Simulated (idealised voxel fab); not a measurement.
Module name: voxel released beams (process module)
Section cut is 185 nm wide and gridded with 5 nm square cells.
When this document writes out a cross-section, it uses a grid of square cells and lists it as bands, beginning at the top and moving down, with a band standing for one or more rows of cells.
What a band's entry tells you: where the top is and where the bottom is, as heights in nm, and after that what lies inside, material by material from left to right, each with its width in nm. Empty space is written as the word "empty", and a single material marked with the word "full width" occupies the band from edge to edge.
Height datum 0, below which the as-received substrate wafer is one material. Lowest band open at the bottom, running downward: "top 0, no bottom".
Width "30 to 40": first value at the band's top row of cells, second value at its bottom row, equal change from row to row.
"everything unchanged" -> step changed no cross-section cell.
"Internal closed voids" contains a list of empty spaces, each no smaller than 8 cells and without an open way to the top, written in the form width x height at distance with the distance from the left edge and all three in nm.
On each step's line, the part that comes after the settings is the simulator's own comment on the step.
What "overlay nm" on a step's line means: if the step has a mask, that mask lay this far to the right of its planned place, or, when the value is negative, to the left.

-- Set out below are the planned steps of the process
1,RECEIVE, material Si
2,CONFORMAL_DEP, material Al2O3, thk nm 5
3,DIRECTIONAL_DEP, material SiO2, thk nm 10
4,DIRECTIONAL_DEP, material aC, thk nm 10
5,PATTERN, tone open, mask id ANCHOR, material resist, width nm 35, thk nm 30, overlay nm 0
6,DIRECTIONAL_ETCH, etch materials aC, depth nm 10
7,STRIP, etch materials resist
8,DIRECTIONAL_ETCH, etch materials SiO2, depth nm 10
9,STRIP, etch materials aC
10,CONFORMAL_DEP, material polySi, thk nm 10
11,MASKED_ETCH, tone cover, mask id BEAM, width nm 95, etch materials polySi, depth nm 10, overlay nm 0
12,STRIP, etch materials SiO2

-- Account of the first of two wafers, which was processed as intended

-- Cross-section, incoming material, after step 1
top 0, no bottom | Si full width
Internal closed voids: none

-- Cross-section through the wafer, step 2 finished
top 5, bottom 0 | Al2O3 full width
Nothing below the height 0 has changed.

-- Cross-section through the wafer, step 3 finished
top 15, bottom 5 | SiO2 full width
Nothing below the height 5 has changed.

-- Cross-section through the wafer, step 4 finished
top 25, bottom 15 | aC full width
Nothing below the height 15 has changed.

-- Cross-section through the wafer, step 5 finished
top 55, bottom 25 | resist 45 nm  empty 35 nm  resist 105 nm
Nothing below the height 25 has changed.

-- Cross-section through the wafer, step 6 finished
top 45, bottom 25 | resist 45 nm  empty 35 nm  resist 105 nm
top 25, bottom 15 | aC 45 nm  empty 35 nm  aC 105 nm
Nothing below the height 15 has changed.

-- Cross-section through the wafer, step 7 finished
top 25, bottom 15 | aC 45 nm  empty 35 nm  aC 105 nm
Nothing below the height 15 has changed.

-- Cross-section through the wafer, step 8 finished
top 25, bottom 15 | aC 45 nm  empty 35 nm  aC 105 nm
top 15, bottom 5 | SiO2 45 nm  empty 35 nm  SiO2 105 nm
Nothing below the height 5 has changed.

-- Cross-section through the wafer, step 9 finished
top 15, bottom 5 | SiO2 45 nm  empty 35 nm  SiO2 105 nm
Nothing below the height 5 has changed.

-- Cross-section through the wafer, step 10 finished
top 25, bottom 15 | polySi 55 nm  empty 15 nm  polySi 115 nm
top 15, bottom 5 | SiO2 45 nm  polySi 35 nm  SiO2 105 nm
Nothing below the height 5 has changed.

-- Cross-section through the wafer, step 11 finished
top 25, bottom 15 | empty 40 nm  polySi 15 nm  empty 15 nm  polySi 65 nm  empty 50 nm
Nothing below the height 15 has changed.

-- Cross-section through the wafer, step 12 finished
top 25, bottom 15 | empty 40 nm  polySi 15 nm  empty 15 nm  polySi 65 nm  empty 50 nm
top 15, bottom 5 | empty 45 nm  polySi 35 nm  empty 105 nm
Nothing below the height 5 has changed.

-- Wafer two. Identical start, identical plan. One mistake in execution. Identical history through step 4

-- Planned end of step 5: second wafer, cross-section
top 55, bottom 25 | resist 50 nm  empty 30 nm  resist 105 nm
Nothing below the height 25 has changed.

-- Planned end of step 6: second wafer, cross-section
top 45, bottom 25 | resist 50 nm  empty 30 nm  resist 105 nm
top 25, bottom 15 | aC 50 nm  empty 30 nm  aC 105 nm
Nothing below the height 15 has changed.

-- Planned end of step 7: second wafer, cross-section
top 25, bottom 15 | aC 50 nm  empty 30 nm  aC 105 nm
Nothing below the height 15 has changed.

-- Planned end of step 8: second wafer, cross-section
top 25, bottom 15 | aC 50 nm  empty 30 nm  aC 105 nm
top 15, bottom 5 | SiO2 50 nm  empty 30 nm  SiO2 105 nm
Nothing below the height 5 has changed.

-- Planned end of step 9: second wafer, cross-section
top 15, bottom 5 | SiO2 50 nm  empty 30 nm  SiO2 105 nm
Nothing below the height 5 has changed.

-- Planned end of step 10: second wafer, cross-section
top 25, bottom 15 | polySi 60 nm  empty 10 nm  polySi 115 nm
top 15, bottom 5 | SiO2 50 nm  polySi 30 nm  SiO2 105 nm
Nothing below the height 5 has changed.

-- Planned end of step 11: second wafer, cross-section
top 25, bottom 15 | empty 40 nm  polySi 20 nm  empty 10 nm  polySi 65 nm  empty 50 nm
Nothing below the height 15 has changed.

-- Planned end of step 12: second wafer, cross-section
top 25, bottom 15 | empty 40 nm  polySi 20 nm  empty 10 nm  polySi 65 nm  empty 50 nm
top 15, bottom 5 | empty 50 nm  polySi 30 nm  empty 105 nm
Nothing below the height 5 has changed.
Diagnosis: step 5 ran differently from the plan; actual operation with settings: PATTERN, tone open, mask id ANCHOR, material resist, width nm 30, thk nm 30, overlay nm 0
Final state: per-material cell counts identical on both wafers; locations differ.
